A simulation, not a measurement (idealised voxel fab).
process module | voxel self aligned vias
cross-section cut | 170 nm wide | cells 5 nm
A cross-section is a grid of square cells, given in bands from the top down. A band is one or more rows of cells.
Each band's line starts with the height of the band's top and of its bottom, in nm. Then come its materials from left to right, each with its width in nm. One material with "throughout" fills the band from edge to edge. "air" is empty space.
Height 0 is the level under which the wafer as received is all one material. The lowest band goes on downwards, as in "0 down".
A width such as "30 to 40" changes by the same amount from each row of cells to the next, from the band's top row to its bottom row.
"no change" after a step means that no cell of the cross-section changed.
closed voids: empty space of 8 cells or more with no open way to the top, each as width x height at its distance from the left edge, in nm
after a step's settings: what the simulator itself notes on the step
overlay nm, on a step with a mask: how far to the right of its planned place the mask lay; to the left if negative
plan
1 op RECEIVE | material Si
2 op CONFORMAL_DEP | material SiO2 | thk nm 10
3 op CONFORMAL_DEP | material SiCN | thk nm 5
4 op DIRECTIONAL_DEP | material SiO2 | thk nm 30
5 op DIRECTIONAL_DEP | material aC | thk nm 10
6 op PATTERN | tone open | mask id LINES | material resist | width nm 20 | pitch nm 45 | thk nm 25 | overlay nm 0
7 op DIRECTIONAL_ETCH | etch materials aC | depth nm 10
8 op STRIP | etch materials resist
9 op DIRECTIONAL_ETCH | etch materials SiO2 | depth nm 30
10 op STRIP | etch materials aC
11 op CONFORMAL_DEP | material TiN | thk nm 5
12 op FILL_DEP | material W | thk nm 10
13 op CMP | height nm 45
14 op SELECTIVE_ETCH | etch materials W Ru TiN | depth nm 10
15 op FILL_DEP | material SiN | thk nm 10
16 op CMP | height nm 45
17 op DIRECTIONAL_DEP | material SiO2 | thk nm 15
18 op PATTERN | tone open | mask id VIAS | material resist | width nm 30 | pitch nm 45 | thk nm 15 | overlay nm 0
19 op DIRECTIONAL_ETCH | etch materials SiO2 | depth nm 15
20 op DIRECTIONAL_ETCH | etch materials SiN | depth nm 10
21 op STRIP | etch materials resist
22 op CONFORMAL_DEP | material TiN | thk nm 5
23 op FILL_DEP | material W | thk nm 5
24 op CMP | height nm 60
25 op CONFORMAL_DEP | material SiCN | thk nm 5
as received, after step 1
  0 down: Si throughout
  closed voids: none
a wafer at the end: this start, this plan, one mistake
  65 to 60: SiCN throughout
  60 to 50: SiO2 45 | TiN 5 | W 20 | TiN 5 | SiO2 15 | TiN 5 | W 20 | TiN 5 | SiO2 50
  50 to 40: SiO2 45 | TiN 5 | W 10 | TiN 15 to 5 | SiO2 15 to 25 | TiN 5 | W 10 | TiN 15 to 5 | SiO2 50 to 60
  40 to 35: SiO2 45 | TiN 20 | SiO2 25 | TiN 20 | SiO2 60
  35 to 20: SiO2 45 | TiN 5 | W 10 | TiN 5 | SiO2 25 | TiN 5 | W 10 | TiN 5 | SiO2 60
  20 to 15: SiO2 45 | TiN 20 | SiO2 25 | TiN 20 | SiO2 60
  15 to 10: SiCN throughout
  10 to 0: SiO2 throughout
  0 down: Si throughout
  closed voids: none
what went wrong: step 6 ran as: op PATTERN | tone open | mask id LINES | material resist | width nm 20 | pitch nm 45 | thk nm 25 | overlay nm -5
